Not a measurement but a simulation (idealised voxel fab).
The following is a process module called voxel local oxidation.
The width of the displayed cross-section, cut, is 245 nm; its cells are square, with a size of 5 nm.
Cross-sections here: square-cell grids, written as top-down lists of bands, a band being one or more rows of cells. Band: top and bottom heights (nm) first, top before bottom; then materials from left to right, widths in nm. "full width" marks a sole material filling the band edge to edge. "blank" denotes empty space. Measure heights from 0. That's the level where, below it, the as-received wafer is all one material. The lowest band is bottomless and extends downward; write it as in "0..down". Graded width ("30..40"): value in top row of band = first number; value in bottom row = second number; row-to-row change constant. Take "no modifications" at face value: in the step it is given for, the cross-section changed in none of its cells. For the entry "Voids, sealed", the listed items are empty spaces with no open way to the top whose size is 8 cells or more; each item follows the pattern width x height at distance, where distance is from the left edge and all three are in nm. Step line, after settings: the simulator's comment on this step. "overlay nm" denotes, for a step that has a mask, the displacement of the mask to the right of its planned place, with negative values corresponding to the left.
## plan
step 1: RECEIVE [material Si]
step 2: OXIDIZE [depth nm 5]
step 3: CONFORMAL_DEP [material SiN] [thk nm 15]
step 4: DIRECTIONAL_DEP [material aC] [thk nm 15]
step 5: PATTERN [tone cover] [mask id ACTIVE] [material resist] [width nm 105] [thk nm 30] [overlay nm 0]
step 6: DIRECTIONAL_ETCH [etch materials aC] [depth nm 15]
step 7: STRIP [etch materials resist]
step 8: DIRECTIONAL_ETCH [etch materials SiN] [depth nm 15]
step 9: STRIP [etch materials aC]
step 10: SELECTIVE_ETCH [etch materials SiO2] [depth nm 5]
step 11: OXIDIZE [depth nm 15]
step 12: STRIP [etch materials SiN]
## Below: the first of two wafers, run as planned
## Incoming wafer, cross-sectional view, post step 1
> 0..down = Si full width
> Voids, sealed: none
## The following cross-section depicts the wafer upon completion of step 2
> 0..-5 = SiO2 full width
> Heights below -5 show no change.
## The following cross-section depicts the wafer upon completion of step 3
> 15..0 = SiN full width
> Heights below 0 show no change.
## The following cross-section depicts the wafer upon completion of step 4
> 30..15 = aC full width
> Heights below 15 show no change.
## The following cross-section depicts the wafer upon completion of step 5
> 60..30 = blank: 70, resist: 105, blank: 70
> Heights below 30 show no change.
## The following cross-section depicts the wafer upon completion of step 6
> 45..30 = blank: 70, resist: 105, blank: 70
> 30..15 = blank: 70, aC: 105, blank: 70
> Heights below 15 show no change.
## The following cross-section depicts the wafer upon completion of step 7
> 30..15 = blank: 70, aC: 105, blank: 70
> Heights below 15 show no change.
## The following cross-section depicts the wafer upon completion of step 8
> 30..15 = blank: 70, aC: 105, blank: 70
> 15..0 = blank: 70, SiN: 105, blank: 70
> Heights below 0 show no change.
## The following cross-section depicts the wafer upon completion of step 9
> 15..0 = blank: 70, SiN: 105, blank: 70
> Heights below 0 show no change.
## The following cross-section depicts the wafer upon completion of step 10
> 15..0 = blank: 70, SiN: 105, blank: 70
> 0..-5 = blank: 75, SiO2: 95, blank: 75
> Heights below -5 show no change.
## The following cross-section depicts the wafer upon completion of step 11
> 15..0 = blank: 70, SiN: 105, blank: 70
> 0..-5 = blank: 75, SiO2: 95, blank: 75
> -5..-20 = SiO2: 90, Si: 65, SiO2: 90
> Heights below -20 show no change.
## The following cross-section depicts the wafer upon completion of step 12
> 0..-5 = blank: 75, SiO2: 95, blank: 75
> Heights below -5 show no change.
## Notes, second wafer: start = first wafer's, plan = first wafer's, execution had one mistake; history identical to first through step 4
## Cross-sectional representation of the second wafer at the time designated in the plan for the completion of step 5
> 60..30 = blank: 75, resist: 100, blank: 70
> Heights below 30 show no change.
## Cross-sectional representation of the second wafer at the time designated in the plan for the completion of step 6
> 45..30 = blank: 75, resist: 100, blank: 70
> 30..15 = blank: 75, aC: 100, blank: 70
> Heights below 15 show no change.
## Cross-sectional representation of the second wafer at the time designated in the plan for the completion of step 7
> 30..15 = blank: 75, aC: 100, blank: 70
> Heights below 15 show no change.
## Cross-sectional representation of the second wafer at the time designated in the plan for the completion of step 8
> 30..15 = blank: 75, aC: 100, blank: 70
> 15..0 = blank: 75, SiN: 100, blank: 70
> Heights below 0 show no change.
## Cross-sectional representation of the second wafer at the time designated in the plan for the completion of step 9
> 15..0 = blank: 75, SiN: 100, blank: 70
> Heights below 0 show no change.
## Cross-sectional representation of the second wafer at the time designated in the plan for the completion of step 10
> 15..0 = blank: 75, SiN: 100, blank: 70
> 0..-5 = blank: 80, SiO2: 90, blank: 75
> Heights below -5 show no change.
## Cross-sectional representation of the second wafer at the time designated in the plan for the completion of step 11
> 15..0 = blank: 75, SiN: 100, blank: 70
> 0..-5 = blank: 80, SiO2: 90, blank: 75
> -5..-20 = SiO2: 95, Si: 60, SiO2: 90
> Heights below -20 show no change.
## Cross-sectional representation of the second wafer at the time designated in the plan for the completion of step 12
> 0..-5 = blank: 80, SiO2: 90, blank: 75
> Heights below -5 show no change.
Heads up, the wafer didn't run the way we planned it: step 5 was run on a setting that differed from the plan, and what really ran there is PATTERN [tone cover] [mask id ACTIVE] [material resist] [width nm 100] [thk nm 30] [overlay nm 0]
Materials where the second wafer ends with more or fewer cells than the first: 3 fewer of Si, 2 more of SiO2
